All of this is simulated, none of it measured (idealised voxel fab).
The process module presented herein is designated voxel ribs on slabs.
Shown is cross-section cut, with a width of 295 nm and square cells of size 5 nm.
Cross-section = grid of square cells, listed top down in bands; band = one or more rows. Within each band entry, the heights of the top and of the bottom of the band appear first, in that order and in nm; the materials of the band then follow from left to right, each with its corresponding width in nm. The designation "everywhere" on a single material indicates that it fills the band from edge to edge; the designation "blank" indicates empty space. Height is counted from the level 0, under which the received wafer is composed throughout of one material. The lowest of the bands is not closed at the bottom but continues downward, in the notation "0 nm and below". So if you see something like "30 to 40" for the width, read it as the top row of the band sitting at the first number and the bottom row at the second, with every row in between moving by the same amount as the last. Key: "changes: none" - step with no changed cell in the cross-section. Any empty space of 8 cells or more lacking an open way to the top shows up in "Enclosed void listing" as width x height at distance, distance from the left edge, in nm. The remark found on a step's line after its settings is issued by the simulator itself and pertains to that step. overlay nm: how far to the right of its planned place the mask lay on this masked step (negative: to the left).

[Planned process steps]
1,RECEIVE (material Si)
2,DIRECTIONAL_DEP (material SiO2; thk nm 25)
3,DIRECTIONAL_DEP (material SiN; thk nm 25)
4,PATTERN (tone cover; mask id RIB; material resist; width nm 25; thk nm 20; overlay nm 0)
5,DIRECTIONAL_ETCH (etch materials SiN; depth nm 15)
6,STRIP (etch materials resist)
7,MASKED_ETCH (tone cover; mask id SLAB; width nm 85; etch materials SiN; depth nm 10; overlay nm 0)
8,FILL_DEP (material SiO2; thk nm 25)
9,CMP (height nm 65)
10,DIRECTIONAL_DEP (material TiN; thk nm 5)
11,PATTERN (tone cover; mask id HEATER; material resist; width nm 35; thk nm 15; overlay nm 0)
12,DIRECTIONAL_ETCH (etch materials TiN; depth nm 5)
13,STRIP (etch materials resist)
14,CONFORMAL_DEP (material SiN; thk nm 5)

[Wafer, first of two, run as planned]

[Cross-section of the wafer upon arrival, representing the state reached after step 1]
  0 nm and below = Si everywhere
  Enclosed void listing: none

[The wafer, seen in cross-section, after step 2]
  25 nm to 0 nm = SiO2 everywhere
  Heights below 0 show no change.

[The wafer, seen in cross-section, after step 3]
  50 nm to 25 nm = SiN everywhere
  Heights below 25 show no change.

[The wafer, seen in cross-section, after step 4]
  70 nm to 50 nm = blank 135, then resist 25, then blank 135
  Heights below 50 show no change.

[The wafer, seen in cross-section, after step 5]
  70 nm to 50 nm = blank 135, then resist 25, then blank 135
  50 nm to 35 nm = blank 135, then SiN 25, then blank 135
  Heights below 35 show no change.

[The wafer, seen in cross-section, after step 6]
  50 nm to 35 nm = blank 135, then SiN 25, then blank 135
  Heights below 35 show no change.

[The wafer, seen in cross-section, after step 7]
  50 nm to 35 nm = blank 135, then SiN 25, then blank 135
  35 nm to 25 nm = blank 105, then SiN 85, then blank 105
  Heights below 25 show no change.

[The wafer, seen in cross-section, after step 8]
  75 nm to 50 nm = SiO2 everywhere
  50 nm to 35 nm = SiO2 135, then SiN 25, then SiO2 135
  35 nm to 25 nm = SiO2 105, then SiN 85, then SiO2 105
  Heights below 25 show no change.

[The wafer, seen in cross-section, after step 9]
  65 nm to 50 nm = SiO2 everywhere
  Heights below 50 show no change.

[The wafer, seen in cross-section, after step 10]
  70 nm to 65 nm = TiN everywhere
  Heights below 65 show no change.

[The wafer, seen in cross-section, after step 11]
  85 nm to 70 nm = blank 130, then resist 35, then blank 130
  Heights below 70 show no change.

[The wafer, seen in cross-section, after step 12]
  85 nm to 70 nm = blank 130, then resist 35, then blank 130
  70 nm to 65 nm = blank 130, then TiN 35, then blank 130
  Heights below 65 show no change.

[The wafer, seen in cross-section, after step 13]
  70 nm to 65 nm = blank 130, then TiN 35, then blank 130
  Heights below 65 show no change.

[The wafer, seen in cross-section, after step 14]
  75 nm to 70 nm = blank 125, then SiN 45, then blank 125
  70 nm to 65 nm = SiN 130, then TiN 35, then SiN 130
  Heights below 65 show no change.

[Companion wafer, the second of two: same beginning, same intended sequence, one mistake in carrying it out; through step 6 inclusive it tracks the first exactly]

[Cross-section of the second wafer corresponding to the planned conclusion of step 7]
  40 nm to 35 nm = blank 135, then SiN 25, then blank 135
  35 nm to 25 nm = SiN 105, then blank 30, then SiN 25, then blank 30, then SiN 105
  Heights below 25 show no change.

[Cross-section of the second wafer corresponding to the planned conclusion of step 8]
  65 nm to 40 nm = SiO2 everywhere
  40 nm to 35 nm = SiO2 135, then SiN 25, then SiO2 135
  35 nm to 25 nm = SiN 105, then SiO2 30, then SiN 25, then SiO2 30, then SiN 105
  Heights below 25 show no change.

Cross-section of the second wafer corresponding to the planned conclusion of step 9: changes: none

[Cross-section of the second wafer corresponding to the planned conclusion of step 10]
  70 nm to 65 nm = TiN everywhere
  Heights below 65 show no change.

[Cross-section of the second wafer corresponding to the planned conclusion of step 11]
  85 nm to 70 nm = blank 130, then resist 35, then blank 130
  Heights below 70 show no change.

[Cross-section of the second wafer corresponding to the planned conclusion of step 12]
  85 nm to 70 nm = blank 130, then resist 35, then blank 130
  70 nm to 65 nm = blank 130, then TiN 35, then blank 130
  Heights below 65 show no change.

[Cross-section of the second wafer corresponding to the planned conclusion of step 13]
  70 nm to 65 nm = blank 130, then TiN 35, then blank 130
  Heights below 65 show no change.

[Cross-section of the second wafer corresponding to the planned conclusion of step 14]
  75 nm to 70 nm = blank 125, then SiN 45, then blank 125
  70 nm to 65 nm = SiN 130, then TiN 35, then SiN 130
  Heights below 65 show no change.
Here's what went sideways: step 7 ran as: MASKED_ETCH (tone open; mask id SLAB; width nm 85; etch materials SiN; depth nm 10; overlay nm 0)
at the end the second wafer has, in cells: SiN: 50 more | SiO2: 50 fewer
